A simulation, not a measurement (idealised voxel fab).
The following process module bears the name voxel self aligned vias.
145 nm wide, 5 nm square cells: that's cross-section cut.
How to read a cross-section here: the picture is a grid of square cells, written as bands going from the top down, and any band can span one or more rows of cells.
What a band's entry tells you: where the top is and where the bottom is, as heights in nm, and after that what lies inside, material by material from left to right, each with its width in nm. Empty space is written as the word "empty", and a single material marked with the word "everywhere" occupies the band from edge to edge.
The reference from which all heights are counted is 0, the level beneath which the as-received wafer is entirely one material; the lowest band, having no lower bound, proceeds downward and is written after the example "0 and below".
A two-number width, for instance "30->40", indicates that the width is equal to the first number in the top row of the band and to the second number in the bottom row, and that it changes by a constant amount per row of cells.
When a step is marked "identical to before", none of the cells in the cross-section changed during that step.
Reported under the label "Enclosed void catalog" are the empty spaces having no open way to the top and comprising 8 cells or more; the notation for each is width x height at distance, in which the distance is measured from the left edge and all three values are in nm.
That trailing text on a step's line, after the settings, is the simulator's own remark on the step.
On any step carrying a mask, the "overlay nm" setting, if present on the step's line, tells how far right of its planned place the mask lay; negative values point to the left.
Heads up before you read on: it's before/after pairs around one process step each, after side only down to the lowest band that changed, step plus settings under the pair. Pairs can be from different runs of this module, same starting wafer, so only chain a pair onto the one above if its "before" entry says so.

## before
> 0 and below  Si everywhere
> Enclosed void catalog: none

## Post-Step Section View
> 10 down to 0  SiO2 everywhere
> For the remainder of the cross-section, below 0, there is no change.
> Enclosed void catalog: none
Between before and after, shown above: op CONFORMAL_DEP | material SiO2 | thk nm 10

before: see preceding pair, after cross-section.

## Post-Step Section View
> 15 down to 10  SiCN everywhere
> For the remainder of the cross-section, below 10, there is no change.
> Enclosed void catalog: none
Between before and after, shown above: op CONFORMAL_DEP | material SiCN | thk nm 5

before: see preceding pair, after cross-section.

## Post-Step Section View
> 45 down to 15  SiO2 everywhere
> For the remainder of the cross-section, below 15, there is no change.
> Enclosed void catalog: none
Between before and after, shown above: op DIRECTIONAL_DEP | material SiO2 | thk nm 30

before: see preceding pair, after cross-section.

## Post-Step Section View
> 55 down to 45  aC everywhere
> For the remainder of the cross-section, below 45, there is no change.
> Enclosed void catalog: none
Between before and after, shown above: op DIRECTIONAL_DEP | material aC | thk nm 10

before: see preceding pair, after cross-section.

## Post-Step Section View
> 80 down to 55  resist=25 / empty=30 / resist=35 / empty=30 / resist=25
> For the remainder of the cross-section, below 55, there is no change.
> Enclosed void catalog: none
Between before and after, shown above: op PATTERN | tone open | mask id LINES | material resist | width nm 30 | pitch nm 65 | thk nm 25 | overlay nm 0

before: see preceding pair, after cross-section.

## Post-Step Section View
> 70 down to 55  resist=25 / empty=30 / resist=35 / empty=30 / resist=25
> 55 down to 45  aC=25 / empty=30 / aC=35 / empty=30 / aC=25
> For the remainder of the cross-section, below 45, there is no change.
> Enclosed void catalog: none
Between before and after, shown above: op DIRECTIONAL_ETCH | etch materials aC | depth nm 10

before: see preceding pair, after cross-section.

## Post-Step Section View
> 55 down to 45  aC=25 / empty=30 / aC=35 / empty=30 / aC=25
> For the remainder of the cross-section, below 45, there is no change.
> Enclosed void catalog: none
Between before and after, shown above: op STRIP | etch materials resist

before: see preceding pair, after cross-section.

## Post-Step Section View
> 55 down to 45  aC=25 / empty=30 / aC=35 / empty=30 / aC=25
> 45 down to 15  SiO2=25 / empty=30 / SiO2=35 / empty=30 / SiO2=25
> For the remainder of the cross-section, below 15, there is no change.
> Enclosed void catalog: none
Between before and after, shown above: op DIRECTIONAL_ETCH | etch materials SiO2 | depth nm 30

before: see preceding pair, after cross-section.

## Post-Step Section View
> 45 down to 15  SiO2=25 / empty=30 / SiO2=35 / empty=30 / SiO2=25
> For the remainder of the cross-section, below 15, there is no change.
> Enclosed void catalog: none
Between before and after, shown above: op STRIP | etch materials aC

before: see preceding pair, after cross-section.

## Post-Step Section View
> 50 down to 45  TiN=30 / empty=20 / TiN=45 / empty=20 / TiN=30
> 45 down to 20  SiO2=25 / TiN=5 / empty=20 / TiN=5 / SiO2=35 / TiN=5 / empty=20 / TiN=5 / SiO2=25
> 20 down to 15  SiO2=25 / TiN=30 / SiO2=35 / TiN=30 / SiO2=25
> For the remainder of the cross-section, below 15, there is no change.
> Enclosed void catalog: none
Between before and after, shown above: op CONFORMAL_DEP | material TiN | thk nm 5

before: see preceding pair, after cross-section.

## Post-Step Section View
> 55 down to 50  W everywhere
> 50 down to 45  TiN=30 / W=20 / TiN=45 / W=20 / TiN=30
> 45 down to 20  SiO2=25 / TiN=5 / W=20 / TiN=5 / SiO2=35 / TiN=5 / W=20 / TiN=5 / SiO2=25
> For the remainder of the cross-section, below 20, there is no change.
> Enclosed void catalog: none
Between before and after, shown above: op FILL_DEP | material W | thk nm 5

before: see preceding pair, after cross-section.

## Post-Step Section View
> 45 down to 20  SiO2=25 / TiN=5 / W=20 / TiN=5 / SiO2=35 / TiN=5 / W=20 / TiN=5 / SiO2=25
> For the remainder of the cross-section, below 20, there is no change.
> Enclosed void catalog: none
Between before and after, shown above: op CMP | height nm 45

before: see preceding pair, after cross-section.

## Post-Step Section View
> 45 down to 35  SiO2=25 / empty=30 / SiO2=35 / empty=30 / SiO2=25
> For the remainder of the cross-section, below 35, there is no change.
> Enclosed void catalog: none
Between before and after, shown above: op SELECTIVE_ETCH | etch materials W Ru TiN | depth nm 10

before: see preceding pair, after cross-section.

## Post-Step Section View
> 55 down to 45  SiN everywhere
> 45 down to 35  SiO2=25 / SiN=30 / SiO2=35 / SiN=30 / SiO2=25
> For the remainder of the cross-section, below 35, there is no change.
> Enclosed void catalog: none
Between before and after, shown above: op FILL_DEP | material SiN | thk nm 10

before: see preceding pair, after cross-section.

## Post-Step Section View
> 45 down to 35  SiO2=25 / SiN=30 / SiO2=35 / SiN=30 / SiO2=25
> For the remainder of the cross-section, below 35, there is no change.
> Enclosed void catalog: none
Between before and after, shown above: op CMP | height nm 45

before: see preceding pair, after cross-section.

## Post-Step Section View
> 65 down to 45  SiO2 everywhere
> For the remainder of the cross-section, below 45, there is no change.
> Enclosed void catalog: none
Between before and after, shown above: op DIRECTIONAL_DEP | material SiO2 | thk nm 20

before: see preceding pair, after cross-section.

## Post-Step Section View
> 65 down to 45  SiO2=15 / empty=50 / SiO2=80
> For the remainder of the cross-section, below 45, there is no change.
> Enclosed void catalog: none
Between before and after, shown above: op MASKED_ETCH | tone open | mask id VIAS | width nm 50 | etch materials SiO2 | depth nm 20 | overlay nm 0

before: see preceding pair, after cross-section.

## Post-Step Section View
> 65 down to 45  SiO2=15 / empty=50 / SiO2=80
> 45 down to 35  SiO2=25 / empty=30 / SiO2=35 / SiN=30 / SiO2=25
> For the remainder of the cross-section, below 35, there is no change.
> Enclosed void catalog: none
Between before and after, shown above: op MASKED_ETCH | tone open | mask id VIAS | width nm 50 | etch materials SiN | depth nm 10 | overlay nm 0

before: see preceding pair, after cross-section.

## Post-Step Section View
> 70 down to 65  TiN=20 / empty=40 / TiN=85
> 65 down to 50  SiO2=15 / TiN=5 / empty=40 / TiN=5 / SiO2=80
> 50 down to 45  SiO2=15 / TiN=15 / empty=20 / TiN=15 / SiO2=80
> 45 down to 40  SiO2=25 / TiN=5 / empty=20 / TiN=5 / SiO2=35 / SiN=30 / SiO2=25
> 40 down to 35  SiO2=25 / TiN=30 / SiO2=35 / SiN=30 / SiO2=25
> For the remainder of the cross-section, below 35, there is no change.
> Enclosed void catalog: none
Between before and after, shown above: op CONFORMAL_DEP | material TiN | thk nm 5

before: see preceding pair, after cross-section.

## Post-Step Section View
> 80 down to 70  Cu everywhere
> 70 down to 65  TiN=20 / Cu=40 / TiN=85
> 65 down to 50  SiO2=15 / TiN=5 / Cu=40 / TiN=5 / SiO2=80
> 50 down to 45  SiO2=15 / TiN=15 / Cu=20 / TiN=15 / SiO2=80
> 45 down to 40  SiO2=25 / TiN=5 / Cu=20 / TiN=5 / SiO2=35 / SiN=30 / SiO2=25
> For the remainder of the cross-section, below 40, there is no change.
> Enclosed void catalog: none
Between before and after, shown above: op FILL_DEP | material Cu | thk nm 10

before: see preceding pair, after cross-section.

## Post-Step Section View
> 65 down to 50  SiO2=15 / TiN=5 / Cu=40 / TiN=5 / SiO2=80
> For the remainder of the cross-section, below 50, there is no change.
> Enclosed void catalog: none
Between before and after, shown above: op CMP | height nm 65

before: see preceding pair, after cross-section.

## Post-Step Section View
> 70 down to 65  SiCN everywhere
> For the remainder of the cross-section, below 65, there is no change.
> Enclosed void catalog: none
Between before and after, shown above: op CONFORMAL_DEP | material SiCN | thk nm 5

## before
> 10 down to 0  SiO2 everywhere
> 0 and below  Si everywhere
> Enclosed void catalog: none

## Post-Step Section View
> 40 down to 0  SiO2 everywhere
> For the remainder of the cross-section, below 0, there is no change.
> Enclosed void catalog: none
Between before and after, shown above: op DIRECTIONAL_DEP | material SiO2 | thk nm 30

before: see preceding pair, after cross-section.

## Post-Step Section View
> 50 down to 40  aC everywhere
> For the remainder of the cross-section, below 40, there is no change.
> Enclosed void catalog: none
Between before and after, shown above: op DIRECTIONAL_DEP | material aC | thk nm 10

before: see preceding pair, after cross-section.

## Post-Step Section View
> 75 down to 50  resist=25 / empty=30 / resist=35 / empty=30 / resist=25
> For the remainder of the cross-section, below 50, there is no change.
> Enclosed void catalog: none
Between before and after, shown above: op PATTERN | tone open | mask id LINES | material resist | width nm 30 | pitch nm 65 | thk nm 25 | overlay nm 0

before: see preceding pair, after cross-section.

## Post-Step Section View
> 65 down to 50  resist=25 / empty=30 / resist=35 / empty=30 / resist=25
> 50 down to 40  aC=25 / empty=30 / aC=35 / empty=30 / aC=25
> For the remainder of the cross-section, below 40, there is no change.
> Enclosed void catalog: none
Between before and after, shown above: op DIRECTIONAL_ETCH | etch materials aC | depth nm 10

before: see preceding pair, after cross-section.

## Post-Step Section View
> 50 down to 40  aC=25 / empty=30 / aC=35 / empty=30 / aC=25
> For the remainder of the cross-section, below 40, there is no change.
> Enclosed void catalog: none
Between before and after, shown above: op STRIP | etch materials resist

before: see preceding pair, after cross-section.

## Post-Step Section View
> 50 down to 40  aC=25 / empty=30 / aC=35 / empty=30 / aC=25
> 40 down to 10  SiO2=25 / empty=30 / SiO2=35 / empty=30 / SiO2=25
> For the remainder of the cross-section, below 10, there is no change.
> Enclosed void catalog: none
Between before and after, shown above: op DIRECTIONAL_ETCH | etch materials SiO2 | depth nm 30

before: see preceding pair, after cross-section.

## Post-Step Section View
> 40 down to 10  SiO2=25 / empty=30 / SiO2=35 / empty=30 / SiO2=25
> For the remainder of the cross-section, below 10, there is no change.
> Enclosed void catalog: none
Between before and after, shown above: op STRIP | etch materials aC

before: see preceding pair, after cross-section.

## Post-Step Section View
> 45 down to 40  TiN=30 / empty=20 / TiN=45 / empty=20 / TiN=30
> 40 down to 15  SiO2=25 / TiN=5 / empty=20 / TiN=5 / SiO2=35 / TiN=5 / empty=20 / TiN=5 / SiO2=25
> 15 down to 10  SiO2=25 / TiN=30 / SiO2=35 / TiN=30 / SiO2=25
> For the remainder of the cross-section, below 10, there is no change.
> Enclosed void catalog: none
Between before and after, shown above: op CONFORMAL_DEP | material TiN | thk nm 5

before: see preceding pair, after cross-section.

## Post-Step Section View
> 50 down to 45  W everywhere
> 45 down to 40  TiN=30 / W=20 / TiN=45 / W=20 / TiN=30
> 40 down to 15  SiO2=25 / TiN=5 / W=20 / TiN=5 / SiO2=35 / TiN=5 / W=20 / TiN=5 / SiO2=25
> For the remainder of the cross-section, below 15, there is no change.
> Enclosed void catalog: none
Between before and after, shown above: op FILL_DEP | material W | thk nm 5

before: see preceding pair, after cross-section.

## Post-Step Section View
> 45 down to 40  TiN=30 / W=20 / TiN=45 / W=20 / TiN=30
> For the remainder of the cross-section, below 40, there is no change.
> Enclosed void catalog: none
Between before and after, shown above: op CMP | height nm 45

before: see preceding pair, after cross-section.

## Post-Step Section View
> 40 down to 35  SiO2=25 / empty=30 / SiO2=35 / empty=30 / SiO2=25
> For the remainder of the cross-section, below 35, there is no change.
> Enclosed void catalog: none
Between before and after, shown above: op SELECTIVE_ETCH | etch materials W Ru TiN | depth nm 10

before: see preceding pair, after cross-section.

## Post-Step Section View
> 50 down to 40  SiN everywhere
> 40 down to 35  SiO2=25 / SiN=30 / SiO2=35 / SiN=30 / SiO2=25
> For the remainder of the cross-section, below 35, there is no change.
> Enclosed void catalog: none
Between before and after, shown above: op FILL_DEP | material SiN | thk nm 10

before: see preceding pair, after cross-section.

## Post-Step Section View
> 45 down to 40  SiN everywhere
> For the remainder of the cross-section, below 40, there is no change.
> Enclosed void catalog: none
Between before and after, shown above: op CMP | height nm 45

before: see preceding pair, after cross-section.

## Post-Step Section View
> 65 down to 45  SiO2 everywhere
> For the remainder of the cross-section, below 45, there is no change.
> Enclosed void catalog: none
Between before and after, shown above: op DIRECTIONAL_DEP | material SiO2 | thk nm 20

before: see preceding pair, after cross-section.

## Post-Step Section View
> 65 down to 45  SiO2=15 / empty=50 / SiO2=80
> For the remainder of the cross-section, below 45, there is no change.
> Enclosed void catalog: none
Between before and after, shown above: op MASKED_ETCH | tone open | mask id VIAS | width nm 50 | etch materials SiO2 | depth nm 20 | overlay nm 0

before: see preceding pair, after cross-section.

## Post-Step Section View
> 65 down to 45  SiO2=15 / empty=50 / SiO2=80
> 45 down to 40  SiN=15 / empty=50 / SiN=80
> 40 down to 35  SiO2=25 / empty=30 / SiO2=35 / SiN=30 / SiO2=25
> For the remainder of the cross-section, below 35, there is no change.
> Enclosed void catalog: none
Between before and after, shown above: op MASKED_ETCH | tone open | mask id VIAS | width nm 50 | etch materials SiN | depth nm 10 | overlay nm 0

before: see preceding pair, after cross-section.

## Post-Step Section View
> 70 down to 65  TiN=20 / empty=40 / TiN=85
> 65 down to 45  SiO2=15 / TiN=5 / empty=40 / TiN=5 / SiO2=80
> 45 down to 40  SiN=15 / TiN=15 / empty=20 / TiN=15 / SiN=80
> 40 down to 35  SiO2=25 / TiN=30 / SiO2=35 / SiN=30 / SiO2=25
> For the remainder of the cross-section, below 35, there is no change.
> Enclosed void catalog: none
Between before and after, shown above: op CONFORMAL_DEP | material TiN | thk nm 5

before: see preceding pair, after cross-section.

## Post-Step Section View
> 80 down to 70  Cu everywhere
> 70 down to 65  TiN=20 / Cu=40 / TiN=85
> 65 down to 45  SiO2=15 / TiN=5 / Cu=40 / TiN=5 / SiO2=80
> 45 down to 40  SiN=15 / TiN=15 / Cu=20 / TiN=15 / SiN=80
> For the remainder of the cross-section, below 40, there is no change.
> Enclosed void catalog: none
Between before and after, shown above: op FILL_DEP | material Cu | thk nm 10

before: see preceding pair, after cross-section.

## Post-Step Section View
> 65 down to 45  SiO2=15 / TiN=5 / Cu=40 / TiN=5 / SiO2=80
> For the remainder of the cross-section, below 45, there is no change.
> Enclosed void catalog: none
Between before and after, shown above: op CMP | height nm 65

before: see preceding pair, after cross-section.

## Post-Step Section View
> 70 down to 65  SiCN everywhere
> For the remainder of the cross-section, below 65, there is no change.
> Enclosed void catalog: none
Between before and after, shown above: op CONFORMAL_DEP | material SiCN | thk nm 5

## before
> 65 down to 45  SiO2=15 / empty=50 / SiO2=80
> 45 down to 35  SiO2=25 / SiN=30 / SiO2=35 / SiN=30 / SiO2=25
> 35 down to 20  SiO2=25 / TiN=5 / W=20 / TiN=5 / SiO2=35 / TiN=5 / W=20 / TiN=5 / SiO2=25
> 20 down to 15  SiO2=25 / TiN=30 / SiO2=35 / TiN=30 / SiO2=25
> 15 down to 10  SiCN everywhere
> 10 down to 0  SiO2 everywhere
> 0 and below  Si everywhere
> Enclosed void catalog: none

## Post-Step Section View
> 65 down to 45  SiO2=15 / empty=50 / SiO2=80
> 45 down to 35  SiO2=15 / empty=10 / SiN=30 / empty=10 / SiO2=25 / SiN=30 / SiO2=25
> 35 down to 25  SiO2=15 / empty=10 / TiN=5 / W=20 / TiN=5 / empty=10 / SiO2=25 / TiN=5 / W=20 / TiN=5 / SiO2=25
> For the remainder of the cross-section, below 25, there is no change.
> Enclosed void catalog: none
Between before and after, shown above: op MASKED_ETCH | tone open | mask id VIAS | width nm 50 | etch materials SiO2 | depth nm 20 | overlay nm 0

before: see preceding pair, after cross-section.

## Post-Step Section View
> 65 down to 45  SiO2=15 / empty=50 / SiO2=80
> 45 down to 35  SiO2=15 / empty=50 / SiO2=25 / SiN=30 / SiO2=25
> For the remainder of the cross-section, below 35, there is no change.
> Enclosed void catalog: none
Between before and after, shown above: op MASKED_ETCH | tone open | mask id VIAS | width nm 50 | etch materials SiN | depth nm 10 | overlay nm 0

before: see preceding pair, after cross-section.

## Post-Step Section View
> 70 down to 65  TiN=20 / empty=40 / TiN=85
> 65 down to 45  SiO2=15 / TiN=5 / empty=40 / TiN=5 / SiO2=80
> 45 down to 40  SiO2=15 / TiN=5 / empty=40 / TiN=5 / SiO2=25 / SiN=30 / SiO2=25
> 40 down to 35  SiO2=15 / TiN=50 / SiO2=25 / SiN=30 / SiO2=25
> 35 down to 25  SiO2=15 / TiN=15 / W=20 / TiN=15 / SiO2=25 / TiN=5 / W=20 / TiN=5 / SiO2=25
> For the remainder of the cross-section, below 25, there is no change.
> Enclosed void catalog: none
Between before and after, shown above: op CONFORMAL_DEP | material TiN | thk nm 5

before: see preceding pair, after cross-section.

## Post-Step Section View
> 80 down to 70  Cu everywhere
> 70 down to 65  TiN=20 / Cu=40 / TiN=85
> 65 down to 45  SiO2=15 / TiN=5 / Cu=40 / TiN=5 / SiO2=80
> 45 down to 40  SiO2=15 / TiN=5 / Cu=40 / TiN=5 / SiO2=25 / SiN=30 / SiO2=25
> For the remainder of the cross-section, below 40, there is no change.
> Enclosed void catalog: none
Between before and after, shown above: op FILL_DEP | material Cu | thk nm 10

before: see preceding pair, after cross-section.

## Post-Step Section View
> 65 down to 45  SiO2=15 / TiN=5 / Cu=40 / TiN=5 / SiO2=80
> For the remainder of the cross-section, below 45, there is no change.
> Enclosed void catalog: none
Between before and after, shown above: op CMP | height nm 65

before: see preceding pair, after cross-section.

## Post-Step Section View
> 70 down to 65  SiCN everywhere
> For the remainder of the cross-section, below 65, there is no change.
> Enclosed void catalog: none
Between before and after, shown above: op CONFORMAL_DEP | material SiCN | thk nm 5

## before
> 45 down to 35  SiO2=25 / SiN=30 / SiO2=35 / SiN=30 / SiO2=25
> 35 down to 20  SiO2=25 / TiN=5 / W=20 / TiN=5 / SiO2=35 / TiN=5 / W=20 / TiN=5 / SiO2=25
> 20 down to 15  SiO2=25 / TiN=30 / SiO2=35 / TiN=30 / SiO2=25
> 15 down to 10  SiCN everywhere
> 10 down to 0  SiO2 everywhere
> 0 and below  Si everywhere
> Enclosed void catalog: none

## Post-Step Section View
> 45 down to 35  SiO2=15 / empty=10 / SiN=30 / empty=10 / SiO2=25 / SiN=30 / SiO2=25
> 35 down to 25  SiO2=15 / empty=10 / TiN=5 / W=20 / TiN=5 / empty=10 / SiO2=25 / TiN=5 / W=20 / TiN=5 / SiO2=25
> For the remainder of the cross-section, below 25, there is no change.
> Enclosed void catalog: none
Between before and after, shown above: op MASKED_ETCH | tone open | mask id VIAS | width nm 50 | etch materials SiO2 | depth nm 20 | overlay nm 0

before: see preceding pair, after cross-section.

## Post-Step Section View
> 65 down to 45  SiO2=15 / empty=10 / SiO2=30 / empty=10 / SiO2=80
> 45 down to 35  SiO2=25 / SiN=30 / SiO2=35 / SiN=30 / SiO2=25
> 35 down to 20  SiO2=25 / TiN=5 / W=20 / TiN=5 / SiO2=35 / TiN=5 / W=20 / TiN=5 / SiO2=25
> For the remainder of the cross-section, below 20, there is no change.
> Enclosed void catalog: none
Between before and after, shown above: op DIRECTIONAL_DEP | material SiO2 | thk nm 20

before: see preceding pair, after cross-section.

## Post-Step Section View
> 70 down to 65  TiN everywhere
> 65 down to 45  SiO2=15 / TiN=10 / SiO2=30 / TiN=10 / SiO2=80
> For the remainder of the cross-section, below 45, there is no change.
> Enclosed void catalog: none
Between before and after, shown above: op CONFORMAL_DEP | material TiN | thk nm 5

before: see preceding pair, after cross-section.

## Post-Step Section View
> 80 down to 70  Cu everywhere
> For the remainder of the cross-section, below 70, there is no change.
> Enclosed void catalog: none
Between before and after, shown above: op FILL_DEP | material Cu | thk nm 10

before: see preceding pair, after cross-section.

## Post-Step Section View
> 65 down to 45  SiO2=15 / TiN=10 / SiO2=30 / TiN=10 / SiO2=80
> For the remainder of the cross-section, below 45, there is no change.
> Enclosed void catalog: none
Between before and after, shown above: op CMP | height nm 65

before: see preceding pair, after cross-section.

## Post-Step Section View
> 70 down to 65  SiCN everywhere
> For the remainder of the cross-section, below 65, there is no change.
> Enclosed void catalog: none
Between before and after, shown above: op CONFORMAL_DEP | material SiCN | thk nm 5

## before
> 0 and below  Si everywhere
> Enclosed void catalog: none

## Post-Step Section View
> 5 down to 0  SiO2 everywhere
> For the remainder of the cross-section, below 0, there is no change.
> Enclosed void catalog: none
Between before and after, shown above: op CONFORMAL_DEP | material SiO2 | thk nm 5

before: see preceding pair, after cross-section.

## Post-Step Section View
> 10 down to 5  SiCN everywhere
> For the remainder of the cross-section, below 5, there is no change.
> Enclosed void catalog: none
Between before and after, shown above: op CONFORMAL_DEP | material SiCN | thk nm 5

before: see preceding pair, after cross-section.

## Post-Step Section View
> 40 down to 10  SiO2 everywhere
> For the remainder of the cross-section, below 10, there is no change.
> Enclosed void catalog: none
Between before and after, shown above: op DIRECTIONAL_DEP | material SiO2 | thk nm 30

before: see preceding pair, after cross-section.

## Post-Step Section View
> 50 down to 40  aC everywhere
> For the remainder of the cross-section, below 40, there is no change.
> Enclosed void catalog: none
Between before and after, shown above: op DIRECTIONAL_DEP | material aC | thk nm 10

before: see preceding pair, after cross-section.

## Post-Step Section View
> 75 down to 50  resist=25 / empty=30 / resist=35 / empty=30 / resist=25
> For the remainder of the cross-section, below 50, there is no change.
> Enclosed void catalog: none
Between before and after, shown above: op PATTERN | tone open | mask id LINES | material resist | width nm 30 | pitch nm 65 | thk nm 25 | overlay nm 0

before: see preceding pair, after cross-section.

## Post-Step Section View
> 65 down to 50  resist=25 / empty=30 / resist=35 / empty=30 / resist=25
> 50 down to 40  aC=25 / empty=30 / aC=35 / empty=30 / aC=25
> For the remainder of the cross-section, below 40, there is no change.
> Enclosed void catalog: none
Between before and after, shown above: op DIRECTIONAL_ETCH | etch materials aC | depth nm 10

before: see preceding pair, after cross-section.

## Post-Step Section View
> 50 down to 40  aC=25 / empty=30 / aC=35 / empty=30 / aC=25
> For the remainder of the cross-section, below 40, there is no change.
> Enclosed void catalog: none
Between before and after, shown above: op STRIP | etch materials resist

before: see preceding pair, after cross-section.

## Post-Step Section View
> 50 down to 40  aC=25 / empty=30 / aC=35 / empty=30 / aC=25
> 40 down to 10  SiO2=25 / empty=30 / SiO2=35 / empty=30 / SiO2=25
> For the remainder of the cross-section, below 10, there is no change.
> Enclosed void catalog: none
Between before and after, shown above: op DIRECTIONAL_ETCH | etch materials SiO2 | depth nm 30

before: see preceding pair, after cross-section.

## Post-Step Section View
> 40 down to 10  SiO2=25 / empty=30 / SiO2=35 / empty=30 / SiO2=25
> For the remainder of the cross-section, below 10, there is no change.
> Enclosed void catalog: none
Between before and after, shown above: op STRIP | etch materials aC

before: see preceding pair, after cross-section.

## Post-Step Section View
> 45 down to 40  TiN=30 / empty=20 / TiN=45 / empty=20 / TiN=30
> 40 down to 15  SiO2=25 / TiN=5 / empty=20 / TiN=5 / SiO2=35 / TiN=5 / empty=20 / TiN=5 / SiO2=25
> 15 down to 10  SiO2=25 / TiN=30 / SiO2=35 / TiN=30 / SiO2=25
> For the remainder of the cross-section, below 10, there is no change.
> Enclosed void catalog: none
Between before and after, shown above: op CONFORMAL_DEP | material TiN | thk nm 5

before: see preceding pair, after cross-section.

## Post-Step Section View
> 50 down to 45  W everywhere
> 45 down to 40  TiN=30 / W=20 / TiN=45 / W=20 / TiN=30
> 40 down to 15  SiO2=25 / TiN=5 / W=20 / TiN=5 / SiO2=35 / TiN=5 / W=20 / TiN=5 / SiO2=25
> For the remainder of the cross-section, below 15, there is no change.
> Enclosed void catalog: none
Between before and after, shown above: op FILL_DEP | material W | thk nm 5

before: see preceding pair, after cross-section.

## Post-Step Section View
> 45 down to 40  TiN=30 / W=20 / TiN=45 / W=20 / TiN=30
> For the remainder of the cross-section, below 40, there is no change.
> Enclosed void catalog: none
Between before and after, shown above: op CMP | height nm 45

before: see preceding pair, after cross-section.

## Post-Step Section View
> 40 down to 35  SiO2=25 / empty=30 / SiO2=35 / empty=30 / SiO2=25
> For the remainder of the cross-section, below 35, there is no change.
> Enclosed void catalog: none
Between before and after, shown above: op SELECTIVE_ETCH | etch materials W Ru TiN | depth nm 10

before: see preceding pair, after cross-section.

## Post-Step Section View
> 50 down to 40  SiN everywhere
> 40 down to 35  SiO2=25 / SiN=30 / SiO2=35 / SiN=30 / SiO2=25
> For the remainder of the cross-section, below 35, there is no change.
> Enclosed void catalog: none
Between before and after, shown above: op FILL_DEP | material SiN | thk nm 10

before: see preceding pair, after cross-section.

## Post-Step Section View
> 45 down to 40  SiN everywhere
> For the remainder of the cross-section, below 40, there is no change.
> Enclosed void catalog: none
Between before and after, shown above: op CMP | height nm 45

before: see preceding pair, after cross-section.

## Post-Step Section View
> 65 down to 45  SiO2 everywhere
> For the remainder of the cross-section, below 45, there is no change.
> Enclosed void catalog: none
Between before and after, shown above: op DIRECTIONAL_DEP | material SiO2 | thk nm 20

before: see preceding pair, after cross-section.

## Post-Step Section View
> 65 down to 45  SiO2=15 / empty=50 / SiO2=80
> For the remainder of the cross-section, below 45, there is no change.
> Enclosed void catalog: none
Between before and after, shown above: op MASKED_ETCH | tone open | mask id VIAS | width nm 50 | etch materials SiO2 | depth nm 20 | overlay nm 0

before: see preceding pair, after cross-section.

## Post-Step Section View
> 65 down to 45  SiO2=15 / empty=50 / SiO2=80
> 45 down to 40  SiN=15 / empty=50 / SiN=80
> 40 down to 35  SiO2=25 / empty=30 / SiO2=35 / SiN=30 / SiO2=25
> For the remainder of the cross-section, below 35, there is no change.
> Enclosed void catalog: none
Between before and after, shown above: op MASKED_ETCH | tone open | mask id VIAS | width nm 50 | etch materials SiN | depth nm 10 | overlay nm 0

before: see preceding pair, after cross-section.

## Post-Step Section View
> 70 down to 65  TiN=20 / empty=40 / TiN=85
> 65 down to 45  SiO2=15 / TiN=5 / empty=40 / TiN=5 / SiO2=80
> 45 down to 40  SiN=15 / TiN=15 / empty=20 / TiN=15 / SiN=80
> 40 down to 35  SiO2=25 / TiN=30 / SiO2=35 / SiN=30 / SiO2=25
> For the remainder of the cross-section, below 35, there is no change.
> Enclosed void catalog: none
Between before and after, shown above: op CONFORMAL_DEP | material TiN | thk nm 5

before: see preceding pair, after cross-section.

## Post-Step Section View
> 80 down to 70  Cu everywhere
> 70 down to 65  TiN=20 / Cu=40 / TiN=85
> 65 down to 45  SiO2=15 / TiN=5 / Cu=40 / TiN=5 / SiO2=80
> 45 down to 40  SiN=15 / TiN=15 / Cu=20 / TiN=15 / SiN=80
> For the remainder of the cross-section, below 40, there is no change.
> Enclosed void catalog: none
Between before and after, shown above: op FILL_DEP | material Cu | thk nm 10

before: see preceding pair, after cross-section.

## Post-Step Section View
> 65 down to 45  SiO2=15 / TiN=5 / Cu=40 / TiN=5 / SiO2=80
> For the remainder of the cross-section, below 45, there is no change.
> Enclosed void catalog: none
Between before and after, shown above: op CMP | height nm 65

before: see preceding pair, after cross-section.

## Post-Step Section View
> 70 down to 65  SiCN everywhere
> For the remainder of the cross-section, below 65, there is no change.
> Enclosed void catalog: none
Between before and after, shown above: op CONFORMAL_DEP | material SiCN | thk nm 5

## before
> 55 down to 45  aC everywhere
> 45 down to 15  SiO2 everywhere
> 15 down to 10  SiCN everywhere
> 10 down to 0  SiO2 everywhere
> 0 and below  Si everywhere
> Enclosed void catalog: none

## Post-Step Section View
> 80 down to 55  resist=30 / empty=25 / resist=40 / empty=25 / resist=25
> For the remainder of the cross-section, below 55, there is no change.
> Enclosed void catalog: none
Between before and after, shown above: op PATTERN | tone open | mask id LINES | material resist | width nm 25 | pitch nm 65 | thk nm 25 | overlay nm 0

before: see preceding pair, after cross-section.

## Post-Step Section View
> 70 down to 55  resist=30 / empty=25 / resist=40 / empty=25 / resist=25
> 55 down to 45  aC=30 / empty=25 / aC=40 / empty=25 / aC=25
> For the remainder of the cross-section, below 45, there is no change.
> Enclosed void catalog: none
Between before and after, shown above: op DIRECTIONAL_ETCH | etch materials aC | depth nm 10

before: see preceding pair, after cross-section.

## Post-Step Section View
> 55 down to 45  aC=30 / empty=25 / aC=40 / empty=25 / aC=25
> For the remainder of the cross-section, below 45, there is no change.
> Enclosed void catalog: none
Between before and after, shown above: op STRIP | etch materials resist

before: see preceding pair, after cross-section.

## Post-Step Section View
> 55 down to 45  aC=30 / empty=25 / aC=40 / empty=25 / aC=25
> 45 down to 15  SiO2=30 / empty=25 / SiO2=40 / empty=25 / SiO2=25
> For the remainder of the cross-section, below 15, there is no change.
> Enclosed void catalog: none
Between before and after, shown above: op DIRECTIONAL_ETCH | etch materials SiO2 | depth nm 30

before: see preceding pair, after cross-section.

## Post-Step Section View
> 45 down to 15  SiO2=30 / empty=25 / SiO2=40 / empty=25 / SiO2=25
> For the remainder of the cross-section, below 15, there is no change.
> Enclosed void catalog: none
Between before and after, shown above: op STRIP | etch materials aC

before: see preceding pair, after cross-section.

## Post-Step Section View
> 50 down to 45  TiN=35 / empty=15 / TiN=50 / empty=15 / TiN=30
> 45 down to 20  SiO2=30 / TiN=5 / empty=15 / TiN=5 / SiO2=40 / TiN=5 / empty=15 / TiN=5 / SiO2=25
> 20 down to 15  SiO2=30 / TiN=25 / SiO2=40 / TiN=25 / SiO2=25
> For the remainder of the cross-section, below 15, there is no change.
> Enclosed void catalog: none
Between before and after, shown above: op CONFORMAL_DEP | material TiN | thk nm 5

before: see preceding pair, after cross-section.

## Post-Step Section View
> 55 down to 50  W everywhere
> 50 down to 45  TiN=35 / W=15 / TiN=50 / W=15 / TiN=30
> 45 down to 20  SiO2=30 / TiN=5 / W=15 / TiN=5 / SiO2=40 / TiN=5 / W=15 / TiN=5 / SiO2=25
> For the remainder of the cross-section, below 20, there is no change.
> Enclosed void catalog: none
Between before and after, shown above: op FILL_DEP | material W | thk nm 5
